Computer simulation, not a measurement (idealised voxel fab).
process module | voxel self aligned vias
cross-section cut | 265 nm wide | cells 5 nm
A cross-section is a grid of square cells, given in bands from the top down. A band is one or more rows of cells.
Each band's line starts with the height of the band's top and of its bottom, in nm. Then come its materials from left to right, each with its width in nm. One material with "throughout" fills the band from edge to edge. "air" is empty space.
Height 0 is the level under which the wafer as received is all one material. The lowest band goes on downwards, as in "0 down".
A width such as "30 to 40" changes by the same amount from each row of cells to the next, from the band's top row to its bottom row.
"no change" after a step means that no cell of the cross-section changed.
closed voids: empty space of 8 cells or more with no open way to the top, each as width x height at its distance from the left edge, in nm
after a step's settings: what the simulator itself notes on the step
overlay nm, on a step with a mask: how far to the right of its planned place the mask lay; to the left if negative
plan
1 op RECEIVE | material Si
2 op CONFORMAL_DEP | material SiO2 | thk nm 15
3 op CONFORMAL_DEP | material SiCN | thk nm 5
4 op DIRECTIONAL_DEP | material SiO2 | thk nm 30
5 op MASKED_ETCH | tone open | mask id LINES | width nm 25 | pitch nm 70 | etch materials SiO2 | depth nm 30 | overlay nm 0
6 op CONFORMAL_DEP | material TiN | thk nm 5
7 op FILL_DEP | material W | thk nm 10
8 op CMP | height nm 50
9 op SELECTIVE_ETCH | etch materials W Ru TiN | depth nm 10
10 op FILL_DEP | material SiN | thk nm 10
11 op CMP | height nm 50
12 op DIRECTIONAL_DEP | material SiO2 | thk nm 15
13 op DIRECTIONAL_DEP | material aC | thk nm 10
14 op PATTERN | tone open | mask id VIAS | material resist | width nm 45 | pitch nm 70 | thk nm 25 | overlay nm 0
15 op DIRECTIONAL_ETCH | etch materials aC | depth nm 10
16 op STRIP | etch materials resist
17 op DIRECTIONAL_ETCH | etch materials SiO2 | depth nm 15
18 op DIRECTIONAL_ETCH | etch materials SiN | depth nm 10
19 op STRIP | etch materials aC
20 op CONFORMAL_DEP | material TiN | thk nm 5
21 op FILL_DEP | material W | thk nm 10
22 op CMP | height nm 65
23 op CONFORMAL_DEP | material SiCN | thk nm 5
first wafer, as planned
as received, after step 1
  0 down: Si throughout
  closed voids: none
after step 2
  15 to 0: SiO2 throughout
  below 0: unchanged
after step 3
  20 to 15: SiCN throughout
  below 15: unchanged
after step 4
  50 to 20: SiO2 throughout
  below 20: unchanged
after step 5
  50 to 20: SiO2 50 | air 25 | SiO2 45 | air 25 | SiO2 45 | air 25 | SiO2 50
  below 20: unchanged
after step 6
  55 to 50: TiN 55 | air 15 | TiN 55 | air 15 | TiN 55 | air 15 | TiN 55
  50 to 25: SiO2 50 | TiN 5 | air 15 | TiN 5 | SiO2 45 | TiN 5 | air 15 | TiN 5 | SiO2 45 | TiN 5 | air 15 | TiN 5 | SiO2 50
  25 to 20: SiO2 50 | TiN 25 | SiO2 45 | TiN 25 | SiO2 45 | TiN 25 | SiO2 50
  below 20: unchanged
after step 7
  65 to 55: W throughout
  55 to 50: TiN 55 | W 15 | TiN 55 | W 15 | TiN 55 | W 15 | TiN 55
  50 to 25: SiO2 50 | TiN 5 | W 15 | TiN 5 | SiO2 45 | TiN 5 | W 15 | TiN 5 | SiO2 45 | TiN 5 | W 15 | TiN 5 | SiO2 50
  below 25: unchanged
after step 8
  50 to 25: SiO2 50 | TiN 5 | W 15 | TiN 5 | SiO2 45 | TiN 5 | W 15 | TiN 5 | SiO2 45 | TiN 5 | W 15 | TiN 5 | SiO2 50
  below 25: unchanged
after step 9
  50 to 40: SiO2 50 | air 25 | SiO2 45 | air 25 | SiO2 45 | air 25 | SiO2 50
  below 40: unchanged
after step 10
  60 to 50: SiN throughout
  50 to 40: SiO2 50 | SiN 25 | SiO2 45 | SiN 25 | SiO2 45 | SiN 25 | SiO2 50
  below 40: unchanged
after step 11
  50 to 40: SiO2 50 | SiN 25 | SiO2 45 | SiN 25 | SiO2 45 | SiN 25 | SiO2 50
  below 40: unchanged
after step 12
  65 to 50: SiO2 throughout
  below 50: unchanged
after step 13
  75 to 65: aC throughout
  below 65: unchanged
after step 14
  100 to 75: resist 40 | air 45 | resist 25 | air 45 | resist 25 | air 45 | resist 40
  below 75: unchanged
after step 15
  90 to 75: resist 40 | air 45 | resist 25 | air 45 | resist 25 | air 45 | resist 40
  75 to 65: aC 40 | air 45 | aC 25 | air 45 | aC 25 | air 45 | aC 40
  below 65: unchanged
after step 16
  75 to 65: aC 40 | air 45 | aC 25 | air 45 | aC 25 | air 45 | aC 40
  below 65: unchanged
after step 17
  75 to 65: aC 40 | air 45 | aC 25 | air 45 | aC 25 | air 45 | aC 40
  65 to 50: SiO2 40 | air 45 | SiO2 25 | air 45 | SiO2 25 | air 45 | SiO2 40
  below 50: unchanged
after step 18
  75 to 65: aC 40 | air 45 | aC 25 | air 45 | aC 25 | air 45 | aC 40
  65 to 50: SiO2 40 | air 45 | SiO2 25 | air 45 | SiO2 25 | air 45 | SiO2 40
  50 to 40: SiO2 50 | air 25 | SiO2 45 | air 25 | SiO2 45 | air 25 | SiO2 50
  below 40: unchanged
after step 19
  65 to 50: SiO2 40 | air 45 | SiO2 25 | air 45 | SiO2 25 | air 45 | SiO2 40
  below 50: unchanged
after step 20
  70 to 65: TiN 45 | air 35 | TiN 35 | air 35 | TiN 35 | air 35 | TiN 45
  65 to 55: SiO2 40 | TiN 5 | air 35 | TiN 5 | SiO2 25 | TiN 5 | air 35 | TiN 5 | SiO2 25 | TiN 5 | air 35 | TiN 5 | SiO2 40
  55 to 45: SiO2 40 to 50 | TiN 15 to 5 | air 15 | TiN 15 to 5 | SiO2 25 to 45 | TiN 15 to 5 | air 15 | TiN 15 to 5 | SiO2 25 to 45 | TiN 15 to 5 | air 15 | TiN 15 to 5 | SiO2 40 to 50
  45 to 40: SiO2 50 | TiN 25 | SiO2 45 | TiN 25 | SiO2 45 | TiN 25 | SiO2 50
  below 40: unchanged
after step 21
  80 to 70: W throughout
  70 to 65: TiN 45 | W 35 | TiN 35 | W 35 | TiN 35 | W 35 | TiN 45
  65 to 55: SiO2 40 | TiN 5 | W 35 | TiN 5 | SiO2 25 | TiN 5 | W 35 | TiN 5 | SiO2 25 | TiN 5 | W 35 | TiN 5 | SiO2 40
  55 to 45: SiO2 40 to 50 | TiN 15 to 5 | W 15 | TiN 15 to 5 | SiO2 25 to 45 | TiN 15 to 5 | W 15 | TiN 15 to 5 | SiO2 25 to 45 | TiN 15 to 5 | W 15 | TiN 15 to 5 | SiO2 40 to 50
  below 45: unchanged
after step 22
  65 to 55: SiO2 40 | TiN 5 | W 35 | TiN 5 | SiO2 25 | TiN 5 | W 35 | TiN 5 | SiO2 25 | TiN 5 | W 35 | TiN 5 | SiO2 40
  below 55: unchanged
after step 23
  70 to 65: SiCN throughout
  below 65: unchanged
second wafer: like start, like plan, one mistake. Through step 16 it matches the first wafer
when step 17 should have ended
  75 to 65: aC 40 | air 45 | aC 25 | air 45 | aC 25 | air 45 | aC 40
  65 to 50: SiO2 40 | air 45 | SiO2 25 | air 45 | SiO2 25 | air 45 | SiO2 40
  50 to 40: SiO2 40 | air 10 | SiN 25 | air 10 | SiO2 25 | air 10 | SiN 25 | air 10 | SiO2 25 | air 10 | SiN 25 | air 10 | SiO2 40
  40 to 35: SiO2 40 | air 10 | TiN 5 | W 15 | TiN 5 | air 10 | SiO2 25 | air 10 | TiN 5 | W 15 | TiN 5 | air 10 | SiO2 25 | air 10 | TiN 5 | W 15 | TiN 5 | air 10 | SiO2 40
  below 35: unchanged
when step 18 should have ended
  75 to 65: aC 40 | air 45 | aC 25 | air 45 | aC 25 | air 45 | aC 40
  65 to 40: SiO2 40 | air 45 | SiO2 25 | air 45 | SiO2 25 | air 45 | SiO2 40
  below 40: unchanged
when step 19 should have ended
  65 to 40: SiO2 40 | air 45 | SiO2 25 | air 45 | SiO2 25 | air 45 | SiO2 40
  below 40: unchanged
when step 20 should have ended
  70 to 65: TiN 45 | air 35 | TiN 35 | air 35 | TiN 35 | air 35 | TiN 45
  65 to 45: SiO2 40 | TiN 5 | air 35 | TiN 5 | SiO2 25 | TiN 5 | air 35 | TiN 5 | SiO2 25 | TiN 5 | air 35 | TiN 5 | SiO2 40
  45 to 40: SiO2 40 | TiN 45 | SiO2 25 | TiN 45 | SiO2 25 | TiN 45 | SiO2 40
  40 to 35: SiO2 40 | TiN 15 | W 15 | TiN 15 | SiO2 25 | TiN 15 | W 15 | TiN 15 | SiO2 25 | TiN 15 | W 15 | TiN 15 | SiO2 40
  below 35: unchanged
when step 21 should have ended
  80 to 70: W throughout
  70 to 65: TiN 45 | W 35 | TiN 35 | W 35 | TiN 35 | W 35 | TiN 45
  65 to 45: SiO2 40 | TiN 5 | W 35 | TiN 5 | SiO2 25 | TiN 5 | W 35 | TiN 5 | SiO2 25 | TiN 5 | W 35 | TiN 5 | SiO2 40
  below 45: unchanged
when step 22 should have ended
  65 to 45: SiO2 40 | TiN 5 | W 35 | TiN 5 | SiO2 25 | TiN 5 | W 35 | TiN 5 | SiO2 25 | TiN 5 | W 35 | TiN 5 | SiO2 40
  below 45: unchanged
when step 23 should have ended
  70 to 65: SiCN throughout
  below 65: unchanged
what went wrong: step 17 was run twice
at the end the second wafer has, in cells: 36 fewer of SiO2 | 12 more of TiN | 24 more of W
